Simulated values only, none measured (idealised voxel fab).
process module | voxel released beams
cross-section cut | 255 nm wide | cells 5 nm
A cross-section is a grid of square cells, given in bands from the top down. A band is one or more rows of cells.
Each band's line starts with the height of the band's top and of its bottom, in nm. Then come its materials from left to right, each with its width in nm. One material with "throughout" fills the band from edge to edge. "air" is empty space.
Height 0 is the level under which the wafer as received is all one material. The lowest band goes on downwards, as in "0 down".
A width such as "30 to 40" changes by the same amount from each row of cells to the next, from the band's top row to its bottom row.
"no change" after a step means that no cell of the cross-section changed.
closed voids: empty space of 8 cells or more with no open way to the top, each as width x height at its distance from the left edge, in nm
after a step's settings: what the simulator itself notes on the step
overlay nm, on a step with a mask: how far to the right of its planned place the mask lay; to the left if negative
plan
1 op RECEIVE | material Si
2 op CONFORMAL_DEP | material SiN | thk nm 10
3 op DIRECTIONAL_DEP | material SiO2 | thk nm 10
4 op MASKED_ETCH | tone open | mask id ANCHOR | width nm 45 | etch materials SiO2 | depth nm 10 | overlay nm 0
5 op CONFORMAL_DEP | material TiN | thk nm 15
6 op MASKED_ETCH | tone cover | mask id BEAM | width nm 120 | etch materials TiN | depth nm 15 | overlay nm -15
7 op STRIP | etch materials SiO2
varied across the wafers: overlay nm of step 6. The plan shows the first wafer's value. All wafers start alike
first wafer as received, after step 1
  0 down: Si throughout
  closed voids: none
first wafer at the end, after step 7
  35 to 25: air 50 | TiN 35 | air 15 | TiN 70 | air 85
  25 to 20: air 50 | TiN 120 | air 85
  20 to 10: air 70 | TiN 45 | air 140
  10 to 0: SiN throughout
  0 down: Si throughout
  closed voids: none
last wafer at the end
  35 to 25: air 80 | TiN 5 | air 15 | TiN 100 | air 55
  25 to 20: air 80 | TiN 120 | air 55
  20 to 10: air 70 | TiN 45 | air 140
  10 to 0: SiN throughout
  0 down: Si throughout
  closed voids: none
each wafer at the end: cells of each material gained (+) or lost (-) since it was received, then its closed voids
overlay nm -15 | +102 SiN | +84 TiN | closed voids: none
overlay nm -10 | +102 SiN | +84 TiN | closed voids: none
overlay nm -5 | +102 SiN | +84 TiN | closed voids: none
overlay nm 0 | +102 SiN | +84 TiN | closed voids: none
overlay nm 5 | +102 SiN | +84 TiN | closed voids: none
overlay nm 10 | +102 SiN | +84 TiN | closed voids: none
overlay nm 15 | +102 SiN | +84 TiN | closed voids: none
